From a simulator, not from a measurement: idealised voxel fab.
process module | voxel ribs on slabs
cross-section cut | 140 nm wide | cells 5 nm
A cross-section is a grid of square cells, given in bands from the top down. A band is one or more rows of cells.
Each band's line starts with the height of the band's top and of its bottom, in nm. Then come its materials from left to right, each with its width in nm. One material with "throughout" fills the band from edge to edge. "air" is empty space.
Height 0 is the level under which the wafer as received is all one material. The lowest band goes on downwards, as in "0 down".
A width such as "30 to 40" changes by the same amount from each row of cells to the next, from the band's top row to its bottom row.
"no change" after a step means that no cell of the cross-section changed.
closed voids: empty space of 8 cells or more with no open way to the top, each as width x height at its distance from the left edge, in nm
after a step's settings: what the simulator itself notes on the step
overlay nm, on a step with a mask: how far to the right of its planned place the mask lay; to the left if negative
plan
1 op RECEIVE | material Si
2 op DIRECTIONAL_DEP | material SiO2 | thk nm 30
3 op DIRECTIONAL_DEP | material polySi | thk nm 15
4 op MASKED_ETCH | tone cover | mask id RIB | width nm 30 | etch materials polySi | depth nm 5 | overlay nm 0
5 op PATTERN | tone cover | mask id SLAB | material resist | width nm 90 | thk nm 15 | overlay nm 0
6 op DIRECTIONAL_ETCH | etch materials polySi | depth nm 10
7 op STRIP | etch materials resist
8 op FILL_DEP | material SiO2 | thk nm 30
9 op CMP | height nm 65
10 op DIRECTIONAL_DEP | material W | thk nm 10
11 op PATTERN | tone cover | mask id HEATER | material resist | width nm 40 | thk nm 15 | overlay nm 0
12 op DIRECTIONAL_ETCH | etch materials W | depth nm 10
13 op STRIP | etch materials resist
14 op CONFORMAL_DEP | material SiO2 | thk nm 10
first wafer, as planned
as received, after step 1
  0 down: Si throughout
  closed voids: none
after step 2
  30 to 0: SiO2 throughout
  below 0: unchanged
after step 3
  45 to 30: polySi throughout
  below 30: unchanged
after step 4
  45 to 40: air 55 | polySi 30 | air 55
  below 40: unchanged
after step 5
  60 to 45: air 25 | resist 90 | air 25
  45 to 40: air 25 | resist 30 | polySi 30 | resist 30 | air 25
  below 40: unchanged
after step 6
  60 to 45: air 25 | resist 90 | air 25
  45 to 40: air 25 | resist 30 | polySi 30 | resist 30 | air 25
  40 to 30: air 25 | polySi 90 | air 25
  below 30: unchanged
after step 7
  45 to 40: air 55 | polySi 30 | air 55
  below 40: unchanged
after step 8
  75 to 45: SiO2 throughout
  45 to 40: SiO2 55 | polySi 30 | SiO2 55
  40 to 30: SiO2 25 | polySi 90 | SiO2 25
  below 30: unchanged
after step 9
  65 to 45: SiO2 throughout
  below 45: unchanged
after step 10
  75 to 65: W throughout
  below 65: unchanged
after step 11
  90 to 75: air 50 | resist 40 | air 50
  below 75: unchanged
after step 12
  90 to 75: air 50 | resist 40 | air 50
  75 to 65: air 50 | W 40 | air 50
  below 65: unchanged
after step 13
  75 to 65: air 50 | W 40 | air 50
  below 65: unchanged
after step 14
  85 to 75: air 40 | SiO2 60 | air 40
  75 to 65: SiO2 50 | W 40 | SiO2 50
  below 65: unchanged
second wafer: like start, like plan, one mistake. Through step 2 it matches the first wafer
when step 3 should have ended
  45 to 0: SiO2 throughout
  below 0: unchanged
when step 4 should have ended: no change
when step 5 should have ended
  60 to 45: air 25 | resist 90 | air 25
  below 45: unchanged
when step 6 should have ended: no change
when step 7 should have ended
  45 to 0: SiO2 throughout
  below 0: unchanged
when step 8 should have ended
  75 to 0: SiO2 throughout
  below 0: unchanged
when step 9 should have ended
  65 to 0: SiO2 throughout
  below 0: unchanged
when step 10 should have ended
  75 to 65: W throughout
  below 65: unchanged
when step 11 should have ended
  90 to 75: air 50 | resist 40 | air 50
  below 75: unchanged
when step 12 should have ended
  90 to 75: air 50 | resist 40 | air 50
  75 to 65: air 50 | W 40 | air 50
  below 65: unchanged
when step 13 should have ended
  75 to 65: air 50 | W 40 | air 50
  below 65: unchanged
when step 14 should have ended
  85 to 75: air 40 | SiO2 60 | air 40
  75 to 65: SiO2 50 | W 40 | SiO2 50
  below 65: unchanged
what went wrong: step 3 ran as: op DIRECTIONAL_DEP | material SiO2 | thk nm 15
at the end the second wafer has, in cells: 42 more of SiO2 | 42 fewer of polySi
